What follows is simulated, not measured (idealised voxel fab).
process module | voxel gate over fins
Section shown: cut. Width: 245 nm. Cell size: 5 nm, square.
Cross-section spec: square-cell grid; bands listed top down; each band is one or more rows. Band entry format. Leading values: height of top, height of bottom, nm. Remainder: materials in left-to-right order, each with its width in nm. Special words: "throughout" on a single material, which then fills the band edge to edge; "empty", empty space. Heights are reckoned from 0. Under this level, the received wafer is all of one material. The bottommost band is open-ended downward, for example "0 and below". It should be noted that a width expressed as "30 to 40" varies in equal increments from row to row of cells within the band, taking the value of the first number at the top row and that of the second number at the bottom row. "remained unchanged" after a step means that no cell of the cross-section changed. What "Sealed void inventory" gives you is every empty space of 8 cells or more that is cut off from the top. Each appears as width x height at distance, with the distance taken from the left edge and width, height and distance all in nm. If you see something after the settings on a step's line, that's the simulator's own remark about that step. What "overlay nm" on a step's line means: if the step has a mask, that mask lay this far to the right of its planned place, or, when the value is negative, to the left.

SO HERE'S THE LINEUP OF PROCESS STEPS WE PLANNED
| 1 | RECEIVE: material Si |
| 2 | CONFORMAL_DEP: material SiN, thk nm 5 |
| 3 | PATTERN: tone cover, mask id FINS, material resist, width nm 15, pitch nm 35, thk nm 15, overlay nm 0 |
| 4 | DIRECTIONAL_ETCH: etch materials SiN, depth nm 5 |
| 5 | DIRECTIONAL_ETCH: etch materials Si, depth nm 40 |
| 6 | STRIP: etch materials resist |
| 7 | FILL_DEP: material SiO2, thk nm 10 |
| 8 | CMP: height nm 5 |
| 9 | SELECTIVE_ETCH: etch materials SiO2, depth nm 15 |
| 10 | STRIP: etch materials SiN |
| 11 | CONFORMAL_DEP: material HfO2, thk nm 5 |
| 12 | CONFORMAL_DEP: material TiN, thk nm 5 |
| 13 | FILL_DEP: material W, thk nm 15 |
| 14 | CMP: height nm 20 |
| 15 | CONFORMAL_DEP: material SiCN, thk nm 5 |

HERE'S WHAT THE WAFER LOOKED LIKE IN CROSS-SECTION WHEN IT ARRIVED - THAT'S AFTER STEP 1
  0 and below  Si throughout
  Sealed void inventory: none

LOOK AT THE CROSS-SECTION AFTER THE MODULE: THE WAFER STARTED OUT THE WAY SHOWN ABOVE AND THE PLAN WAS THE ONE SHOWN ABOVE, YET ONE MISTAKE WAS MADE ALONG THE WAY
  25 down to 20  SiCN throughout
  20 down to 10  W throughout
  10 down to 5  50 W, then 145 TiN, then 50 W
  5 down to 0  50 W, then 5 TiN, then 30 HfO2, then 5 TiN, then 30 HfO2, then 5 TiN, then 30 HfO2, then 5 TiN, then 30 HfO2, then 5 TiN, then 50 W
  0 down to -5  55 TiN, then 5 HfO2, then 20 Si, then 5 HfO2, then 5 TiN, then 5 HfO2, then 20 Si, then 5 HfO2, then 5 TiN, then 5 HfO2, then 20 Si, then 5 HfO2, then 5 TiN, then 5 HfO2, then 20 Si, then 5 HfO2, then 55 TiN
  -5 down to -10  60 HfO2, then 20 Si, then 15 HfO2, then 20 Si, then 15 HfO2, then 20 Si, then 15 HfO2, then 20 Si, then 60 HfO2
  -10 down to -40  60 SiO2, then 20 Si, then 15 SiO2, then 20 Si, then 15 SiO2, then 20 Si, then 15 SiO2, then 20 Si, then 60 SiO2
  -40 and below  Si throughout
  Sealed void inventory: none
Heads up, the wafer didn't run the way we planned it: planned and actual differ for step 3; actual: PATTERN: tone cover, mask id FINS, material resist, width nm 20, pitch nm 35, thk nm 15, overlay nm 0
